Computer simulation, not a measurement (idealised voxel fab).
process module | voxel transistor to metal
cross-section cut | 155 nm wide | cells 5 nm
A cross-section is a grid of square cells, given in bands from the top down. A band is one or more rows of cells.
Each band's line starts with the height of the band's top and of its bottom, in nm. Then come its materials from left to right, each with its width in nm. One material with "throughout" fills the band from edge to edge. "air" is empty space.
Height 0 is the level under which the wafer as received is all one material. The lowest band goes on downwards, as in "0 down".
A width such as "30 to 40" changes by the same amount from each row of cells to the next, from the band's top row to its bottom row.
"no change" after a step means that no cell of the cross-section changed.
closed voids: empty space of 8 cells or more with no open way to the top, each as width x height at its distance from the left edge, in nm
after a step's settings: what the simulator itself notes on the step
overlay nm, on a step with a mask: how far to the right of its planned place the mask lay; to the left if negative
plan
1 op RECEIVE | material Si
2 op CONFORMAL_DEP | material SiO2 | thk nm 5
3 op CONFORMAL_DEP | material SiN | thk nm 10
4 op PATTERN | tone cover | mask id ACTIVE | material resist | width nm 105 | thk nm 15 | overlay nm 0
5 op DIRECTIONAL_ETCH | etch materials SiN | depth nm 10
6 op DIRECTIONAL_ETCH | etch materials SiO2 | depth nm 5
7 op DIRECTIONAL_ETCH | etch materials Si | depth nm 35
8 op STRIP | etch materials resist
9 op OXIDIZE | depth nm 5
10 op FILL_DEP | material SiO2 | thk nm 10
11 op CMP | height nm 15
12 op SELECTIVE_ETCH | etch materials SiO2 | depth nm 10
13 op STRIP | etch materials SiN
14 op SELECTIVE_ETCH | etch materials SiO2 | depth nm 5
15 op OXIDIZE | depth nm 5
16 op DIRECTIONAL_DEP | material polySi | thk nm 20
17 op DIRECTIONAL_DEP | material SiCN | thk nm 10
18 op MASKED_ETCH | tone cover | mask id GATE | width nm 25 | etch materials SiCN | depth nm 20 | overlay nm 0
19 op MASKED_ETCH | tone cover | mask id GATE | width nm 25 | etch materials polySi | depth nm 30 | overlay nm 0
20 op CONFORMAL_DEP | material SiN | thk nm 10
21 op DIRECTIONAL_ETCH | etch materials SiN | depth nm 10
22 op DIRECTIONAL_ETCH | etch materials SiO2 | depth nm 5
23 op EPI | material SiGe | thk nm 5
24 op FILL_DEP | material SiO2 | thk nm 10
25 op CMP | height nm 30
26 op DIRECTIONAL_DEP | material SiO2 | thk nm 10
27 op MASKED_ETCH | tone open | mask id CONTACT | width nm 25 | pitch nm 60 | etch materials SiO2 | depth nm 40 | overlay nm 0
28 op CONFORMAL_DEP | material TiN | thk nm 5
29 op FILL_DEP | material Ru | thk nm 5
30 op CMP | height nm 40
31 op CONFORMAL_DEP | material SiN | thk nm 5
32 op DIRECTIONAL_DEP | material SiO2 | thk nm 20
33 op PATTERN | tone open | mask id METAL_1 | material resist | width nm 15 | pitch nm 70 | thk nm 20 | overlay nm 0
34 op DIRECTIONAL_ETCH | etch materials SiO2 | depth nm 20
35 op DIRECTIONAL_ETCH | etch materials SiN | depth nm 5
36 op STRIP | etch materials resist
37 op CONFORMAL_DEP | material TiN | thk nm 5
38 op FILL_DEP | material Cu | thk nm 5
39 op CMP | height nm 65
40 op EPI | material Ru | thk nm 5
41 op FILL_DEP | material SiCN | thk nm 5
42 op DIRECTIONAL_DEP | material lowk | thk nm 35
43 op DIRECTIONAL_DEP | material aC | thk nm 15
44 op PATTERN | tone open | mask id METAL_2 | material resist | width nm 15 | pitch nm 70 | thk nm 30 | overlay nm 0
45 op DIRECTIONAL_ETCH | etch materials aC | depth nm 15
46 op STRIP | etch materials resist
47 op DIRECTIONAL_ETCH | etch materials lowk | depth nm 20
48 op STRIP | etch materials aC
49 op PATTERN | tone open | mask id METAL_2_HOLES | material resist | width nm 15 | pitch nm 70 | thk nm 15 | overlay nm 0
50 op DIRECTIONAL_ETCH | etch materials lowk | depth nm 15
51 op DIRECTIONAL_ETCH | etch materials SiCN | depth nm 5
52 op STRIP | etch materials resist
53 op CONFORMAL_DEP | material TiN | thk nm 5
54 op FILL_DEP | material Ru | thk nm 5
55 op CMP | height nm 110
56 op CONFORMAL_DEP | material SiCN | thk nm 5
first wafer, as planned
as received, after step 1
  0 down: Si throughout
  closed voids: none
after step 2
  5 to 0: SiO2 throughout
  below 0: unchanged
after step 3
  15 to 5: SiN throughout
  below 5: unchanged
after step 4
  30 to 15: air 25 | resist 105 | air 25
  below 15: unchanged
after step 5
  30 to 15: air 25 | resist 105 | air 25
  15 to 5: air 25 | SiN 105 | air 25
  below 5: unchanged
after step 6
  30 to 15: air 25 | resist 105 | air 25
  15 to 5: air 25 | SiN 105 | air 25
  5 to 0: air 25 | SiO2 105 | air 25
  below 0: unchanged
after step 7
  30 to 15: air 25 | resist 105 | air 25
  15 to 5: air 25 | SiN 105 | air 25
  5 to 0: air 25 | SiO2 105 | air 25
  0 to -35: air 25 | Si 105 | air 25
  below -35: unchanged
after step 8
  15 to 5: air 25 | SiN 105 | air 25
  below 5: unchanged
after step 9
  15 to 5: air 25 | SiN 105 | air 25
  5 to 0: air 25 | SiO2 105 | air 25
  0 to -35: air 25 | SiO2 5 | Si 95 | SiO2 5 | air 25
  -35 to -40: SiO2 30 | Si 95 | SiO2 30
  below -40: unchanged
after step 10
  25 to 15: SiO2 throughout
  15 to 5: SiO2 25 | SiN 105 | SiO2 25
  5 to 0: SiO2 throughout
  0 to -40: SiO2 30 | Si 95 | SiO2 30
  below -40: unchanged
after step 11
  15 to 5: SiO2 25 | SiN 105 | SiO2 25
  below 5: unchanged
after step 12
  15 to 5: air 25 | SiN 105 | air 25
  below 5: unchanged
after step 13
  5 to 0: SiO2 throughout
  below 0: unchanged
after step 14
  0 to -40: SiO2 30 | Si 95 | SiO2 30
  below -40: unchanged
after step 15
  0 to -5: SiO2 throughout
  below -5: unchanged
after step 16
  20 to 0: polySi throughout
  below 0: unchanged
after step 17
  30 to 20: SiCN throughout
  below 20: unchanged
after step 18
  30 to 20: air 65 | SiCN 25 | air 65
  below 20: unchanged
after step 19
  30 to 20: air 65 | SiCN 25 | air 65
  20 to 0: air 65 | polySi 25 | air 65
  below 0: unchanged
after step 20
  40 to 30: air 55 | SiN 45 | air 55
  30 to 20: air 55 | SiN 10 | SiCN 25 | SiN 10 | air 55
  20 to 10: air 55 | SiN 10 | polySi 25 | SiN 10 | air 55
  10 to 0: SiN 65 | polySi 25 | SiN 65
  below 0: unchanged
after step 21
  30 to 20: air 55 | SiN 10 | SiCN 25 | SiN 10 | air 55
  20 to 0: air 55 | SiN 10 | polySi 25 | SiN 10 | air 55
  below 0: unchanged
after step 22
  30 to 20: air 55 | SiN 10 | SiCN 25 | SiN 10 | air 55
  20 to 0: air 55 | SiN 10 | polySi 25 | SiN 10 | air 55
  0 to -5: air 55 | SiO2 45 | air 55
  below -5: unchanged
after step 23
  30 to 20: air 55 | SiN 10 | SiCN 25 | SiN 10 | air 55
  20 to 0: air 55 | SiN 10 | polySi 25 | SiN 10 | air 55
  0 to -5: air 25 | SiGe 30 | SiO2 45 | SiGe 30 | air 25
  below -5: unchanged
after step 24
  40 to 30: SiO2 throughout
  30 to 20: SiO2 55 | SiN 10 | SiCN 25 | SiN 10 | SiO2 55
  20 to 0: SiO2 55 | SiN 10 | polySi 25 | SiN 10 | SiO2 55
  0 to -5: SiO2 25 | SiGe 30 | SiO2 45 | SiGe 30 | SiO2 25
  below -5: unchanged
after step 25
  30 to 20: SiO2 55 | SiN 10 | SiCN 25 | SiN 10 | SiO2 55
  below 20: unchanged
after step 26
  40 to 30: SiO2 throughout
  below 30: unchanged
after step 27
  40 to 30: SiO2 35 | air 25 | SiO2 35 | air 25 | SiO2 35
  30 to 20: SiO2 35 | air 20 | SiN 10 | SiCN 25 | SiN 10 | air 20 | SiO2 35
  20 to 0: SiO2 35 | air 20 | SiN 10 | polySi 25 | SiN 10 | air 20 | SiO2 35
  below 0: unchanged
after step 28
  45 to 40: TiN 40 | air 15 | TiN 45 | air 15 | TiN 40
  40 to 30: SiO2 35 | TiN 5 | air 15 to 10 | TiN 5 to 10 | SiO2 35 | TiN 5 to 10 | air 15 to 10 | TiN 5 | SiO2 35
  30 to 20: SiO2 35 | TiN 5 | air 10 | TiN 5 | SiN 10 | SiCN 25 | SiN 10 | TiN 5 | air 10 | TiN 5 | SiO2 35
  20 to 5: SiO2 35 | TiN 5 | air 10 | TiN 5 | SiN 10 | polySi 25 | SiN 10 | TiN 5 | air 10 | TiN 5 | SiO2 35
  5 to 0: SiO2 35 | TiN 20 | SiN 10 | polySi 25 | SiN 10 | TiN 20 | SiO2 35
  below 0: unchanged
after step 29
  50 to 45: Ru throughout
  45 to 40: TiN 40 | Ru 15 | TiN 45 | Ru 15 | TiN 40
  40 to 30: SiO2 35 | TiN 5 | Ru 15 to 10 | TiN 5 to 10 | SiO2 35 | TiN 5 to 10 | Ru 15 to 10 | TiN 5 | SiO2 35
  30 to 20: SiO2 35 | TiN 5 | Ru 10 | TiN 5 | SiN 10 | SiCN 25 | SiN 10 | TiN 5 | Ru 10 | TiN 5 | SiO2 35
  20 to 5: SiO2 35 | TiN 5 | Ru 10 | TiN 5 | SiN 10 | polySi 25 | SiN 10 | TiN 5 | Ru 10 | TiN 5 | SiO2 35
  below 5: unchanged
after step 30
  40 to 30: SiO2 35 | TiN 5 | Ru 15 to 10 | TiN 5 to 10 | SiO2 35 | TiN 5 to 10 | Ru 15 to 10 | TiN 5 | SiO2 35
  below 30: unchanged
after step 31
  45 to 40: SiN throughout
  below 40: unchanged
after step 32
  65 to 45: SiO2 throughout
  below 45: unchanged
after step 33
  85 to 65: resist 35 | air 15 | resist 55 | air 15 | resist 35
  below 65: unchanged
after step 34
  85 to 65: resist 35 | air 15 | resist 55 | air 15 | resist 35
  65 to 45: SiO2 35 | air 15 | SiO2 55 | air 15 | SiO2 35
  below 45: unchanged
after step 35
  85 to 65: resist 35 | air 15 | resist 55 | air 15 | resist 35
  65 to 45: SiO2 35 | air 15 | SiO2 55 | air 15 | SiO2 35
  45 to 40: SiN 35 | air 15 | SiN 55 | air 15 | SiN 35
  below 40: unchanged
after step 36
  65 to 45: SiO2 35 | air 15 | SiO2 55 | air 15 | SiO2 35
  below 45: unchanged
after step 37
  70 to 65: TiN 40 | air 5 | TiN 65 | air 5 | TiN 40
  65 to 45: SiO2 35 | TiN 5 | air 5 | TiN 5 | SiO2 55 | TiN 5 | air 5 | TiN 5 | SiO2 35
  45 to 40: SiN 35 | TiN 15 | SiN 55 | TiN 15 | SiN 35
  below 40: unchanged
after step 38
  75 to 70: Cu throughout
  70 to 65: TiN 40 | Cu 5 | TiN 65 | Cu 5 | TiN 40
  65 to 45: SiO2 35 | TiN 5 | Cu 5 | TiN 5 | SiO2 55 | TiN 5 | Cu 5 | TiN 5 | SiO2 35
  below 45: unchanged
after step 39
  65 to 45: SiO2 35 | TiN 5 | Cu 5 | TiN 5 | SiO2 55 | TiN 5 | Cu 5 | TiN 5 | SiO2 35
  below 45: unchanged
after step 40
  70 to 65: air 30 | Ru 25 | air 45 | Ru 25 | air 30
  below 65: unchanged
after step 41
  75 to 70: SiCN throughout
  70 to 65: SiCN 30 | Ru 25 | SiCN 45 | Ru 25 | SiCN 30
  below 65: unchanged
after step 42
  110 to 75: lowk throughout
  below 75: unchanged
after step 43
  125 to 110: aC throughout
  below 110: unchanged
after step 44
  155 to 125: resist 35 | air 15 | resist 55 | air 15 | resist 35
  below 125: unchanged
after step 45
  140 to 125: resist 35 | air 15 | resist 55 | air 15 | resist 35
  125 to 110: aC 35 | air 15 | aC 55 | air 15 | aC 35
  below 110: unchanged
after step 46
  125 to 110: aC 35 | air 15 | aC 55 | air 15 | aC 35
  below 110: unchanged
after step 47
  125 to 110: aC 35 | air 15 | aC 55 | air 15 | aC 35
  110 to 90: lowk 35 | air 15 | lowk 55 | air 15 | lowk 35
  below 90: unchanged
after step 48
  110 to 90: lowk 35 | air 15 | lowk 55 | air 15 | lowk 35
  below 90: unchanged
after step 49
  125 to 110: resist 35 | air 15 | resist 55 | air 15 | resist 35
  below 110: unchanged
after step 50
  125 to 110: resist 35 | air 15 | resist 55 | air 15 | resist 35
  110 to 75: lowk 35 | air 15 | lowk 55 | air 15 | lowk 35
  below 75: unchanged
after step 51
  125 to 110: resist 35 | air 15 | resist 55 | air 15 | resist 35
  110 to 75: lowk 35 | air 15 | lowk 55 | air 15 | lowk 35
  75 to 70: SiCN 35 | air 15 | SiCN 55 | air 15 | SiCN 35
  below 70: unchanged
after step 52
  110 to 75: lowk 35 | air 15 | lowk 55 | air 15 | lowk 35
  below 75: unchanged
after step 53
  115 to 110: TiN 40 | air 5 | TiN 65 | air 5 | TiN 40
  110 to 75: lowk 35 | TiN 5 | air 5 | TiN 5 | lowk 55 | TiN 5 | air 5 | TiN 5 | lowk 35
  75 to 70: SiCN 35 | TiN 15 | SiCN 55 | TiN 15 | SiCN 35
  below 70: unchanged
after step 54
  120 to 115: Ru throughout
  115 to 110: TiN 40 | Ru 5 | TiN 65 | Ru 5 | TiN 40
  110 to 75: lowk 35 | TiN 5 | Ru 5 | TiN 5 | lowk 55 | TiN 5 | Ru 5 | TiN 5 | lowk 35
  below 75: unchanged
after step 55
  110 to 75: lowk 35 | TiN 5 | Ru 5 | TiN 5 | lowk 55 | TiN 5 | Ru 5 | TiN 5 | lowk 35
  below 75: unchanged
after step 56
  115 to 110: SiCN throughout
  below 110: unchanged
second wafer: like start, like plan, one mistake. Through step 25 it matches the first wafer
when step 26 should have ended
  30 to 20: SiO2 35 | air 20 | SiN 10 | SiCN 25 | SiN 10 | air 20 | SiO2 35
  20 to 0: SiO2 35 | air 20 | SiN 10 | polySi 25 | SiN 10 | air 20 | SiO2 35
  below 0: unchanged
when step 27 should have ended
  40 to 30: SiO2 35 | air 20 | SiO2 45 | air 20 | SiO2 35
  30 to 20: SiO2 35 | air 20 | SiN 10 | SiCN 25 | SiN 10 | air 20 | SiO2 35
  20 to 10: SiO2 35 | air 20 | SiN 10 | polySi 25 | SiN 10 | air 20 | SiO2 35
  10 to 0: SiO2 55 | SiN 10 | polySi 25 | SiN 10 | SiO2 55
  below 0: unchanged
when step 28 should have ended
  45 to 40: TiN 40 | air 10 | TiN 55 | air 10 | TiN 40
  40 to 30: SiO2 35 | TiN 5 | air 10 | TiN 5 | SiO2 45 | TiN 5 | air 10 | TiN 5 | SiO2 35
  30 to 20: SiO2 35 | TiN 5 | air 10 | TiN 5 | SiN 10 | SiCN 25 | SiN 10 | TiN 5 | air 10 | TiN 5 | SiO2 35
  20 to 15: SiO2 35 | TiN 5 | air 10 | TiN 5 | SiN 10 | polySi 25 | SiN 10 | TiN 5 | air 10 | TiN 5 | SiO2 35
  15 to 10: SiO2 35 | TiN 20 | SiN 10 | polySi 25 | SiN 10 | TiN 20 | SiO2 35
  below 10: unchanged
when step 29 should have ended
  50 to 45: Ru throughout
  45 to 40: TiN 40 | Ru 10 | TiN 55 | Ru 10 | TiN 40
  40 to 30: SiO2 35 | TiN 5 | Ru 10 | TiN 5 | SiO2 45 | TiN 5 | Ru 10 | TiN 5 | SiO2 35
  30 to 20: SiO2 35 | TiN 5 | Ru 10 | TiN 5 | SiN 10 | SiCN 25 | SiN 10 | TiN 5 | Ru 10 | TiN 5 | SiO2 35
  20 to 15: SiO2 35 | TiN 5 | Ru 10 | TiN 5 | SiN 10 | polySi 25 | SiN 10 | TiN 5 | Ru 10 | TiN 5 | SiO2 35
  below 15: unchanged
when step 30 should have ended
  40 to 30: SiO2 35 | TiN 5 | Ru 10 | TiN 5 | SiO2 45 | TiN 5 | Ru 10 | TiN 5 | SiO2 35
  below 30: unchanged
when step 31 should have ended
  45 to 40: SiN throughout
  below 40: unchanged
when step 32 should have ended
  65 to 45: SiO2 throughout
  below 45: unchanged
when step 33 should have ended
  85 to 65: resist 35 | air 15 | resist 55 | air 15 | resist 35
  below 65: unchanged
when step 34 should have ended
  85 to 65: resist 35 | air 15 | resist 55 | air 15 | resist 35
  65 to 45: SiO2 35 | air 15 | SiO2 55 | air 15 | SiO2 35
  below 45: unchanged
when step 35 should have ended
  85 to 65: resist 35 | air 15 | resist 55 | air 15 | resist 35
  65 to 45: SiO2 35 | air 15 | SiO2 55 | air 15 | SiO2 35
  45 to 40: SiN 35 | air 15 | SiN 55 | air 15 | SiN 35
  below 40: unchanged
when step 36 should have ended
  65 to 45: SiO2 35 | air 15 | SiO2 55 | air 15 | SiO2 35
  below 45: unchanged
when step 37 should have ended
  70 to 65: TiN 40 | air 5 | TiN 65 | air 5 | TiN 40
  65 to 45: SiO2 35 | TiN 5 | air 5 | TiN 5 | SiO2 55 | TiN 5 | air 5 | TiN 5 | SiO2 35
  45 to 40: SiN 35 | TiN 15 | SiN 55 | TiN 15 | SiN 35
  below 40: unchanged
when step 38 should have ended
  75 to 70: Cu throughout
  70 to 65: TiN 40 | Cu 5 | TiN 65 | Cu 5 | TiN 40
  65 to 45: SiO2 35 | TiN 5 | Cu 5 | TiN 5 | SiO2 55 | TiN 5 | Cu 5 | TiN 5 | SiO2 35
  below 45: unchanged
when step 39 should have ended
  65 to 45: SiO2 35 | TiN 5 | Cu 5 | TiN 5 | SiO2 55 | TiN 5 | Cu 5 | TiN 5 | SiO2 35
  below 45: unchanged
when step 40 should have ended
  70 to 65: air 30 | Ru 25 | air 45 | Ru 25 | air 30
  below 65: unchanged
when step 41 should have ended
  75 to 70: SiCN throughout
  70 to 65: SiCN 30 | Ru 25 | SiCN 45 | Ru 25 | SiCN 30
  below 65: unchanged
when step 42 should have ended
  110 to 75: lowk throughout
  below 75: unchanged
when step 43 should have ended
  125 to 110: aC throughout
  below 110: unchanged
when step 44 should have ended
  155 to 125: resist 35 | air 15 | resist 55 | air 15 | resist 35
  below 125: unchanged
when step 45 should have ended
  140 to 125: resist 35 | air 15 | resist 55 | air 15 | resist 35
  125 to 110: aC 35 | air 15 | aC 55 | air 15 | aC 35
  below 110: unchanged
when step 46 should have ended
  125 to 110: aC 35 | air 15 | aC 55 | air 15 | aC 35
  below 110: unchanged
when step 47 should have ended
  125 to 110: aC 35 | air 15 | aC 55 | air 15 | aC 35
  110 to 90: lowk 35 | air 15 | lowk 55 | air 15 | lowk 35
  below 90: unchanged
when step 48 should have ended
  110 to 90: lowk 35 | air 15 | lowk 55 | air 15 | lowk 35
  below 90: unchanged
when step 49 should have ended
  125 to 110: resist 35 | air 15 | resist 55 | air 15 | resist 35
  below 110: unchanged
when step 50 should have ended
  125 to 110: resist 35 | air 15 | resist 55 | air 15 | resist 35
  110 to 75: lowk 35 | air 15 | lowk 55 | air 15 | lowk 35
  below 75: unchanged
when step 51 should have ended
  125 to 110: resist 35 | air 15 | resist 55 | air 15 | resist 35
  110 to 75: lowk 35 | air 15 | lowk 55 | air 15 | lowk 35
  75 to 70: SiCN 35 | air 15 | SiCN 55 | air 15 | SiCN 35
  below 70: unchanged
when step 52 should have ended
  110 to 75: lowk 35 | air 15 | lowk 55 | air 15 | lowk 35
  below 75: unchanged
when step 53 should have ended
  115 to 110: TiN 40 | air 5 | TiN 65 | air 5 | TiN 40
  110 to 75: lowk 35 | TiN 5 | air 5 | TiN 5 | lowk 55 | TiN 5 | air 5 | TiN 5 | lowk 35
  75 to 70: SiCN 35 | TiN 15 | SiCN 55 | TiN 15 | SiCN 35
  below 70: unchanged
when step 54 should have ended
  120 to 115: Ru throughout
  115 to 110: TiN 40 | Ru 5 | TiN 65 | Ru 5 | TiN 40
  110 to 75: lowk 35 | TiN 5 | Ru 5 | TiN 5 | lowk 55 | TiN 5 | Ru 5 | TiN 5 | lowk 35
  below 75: unchanged
when step 55 should have ended
  110 to 75: lowk 35 | TiN 5 | Ru 5 | TiN 5 | lowk 55 | TiN 5 | Ru 5 | TiN 5 | lowk 35
  below 75: unchanged
when step 56 should have ended
  115 to 110: SiCN throughout
  below 110: unchanged
what went wrong: steps 26 and 27 were swapped
at the end the second wafer has, in cells: 10 fewer of Ru | 20 more of SiO2 | 10 fewer of TiN
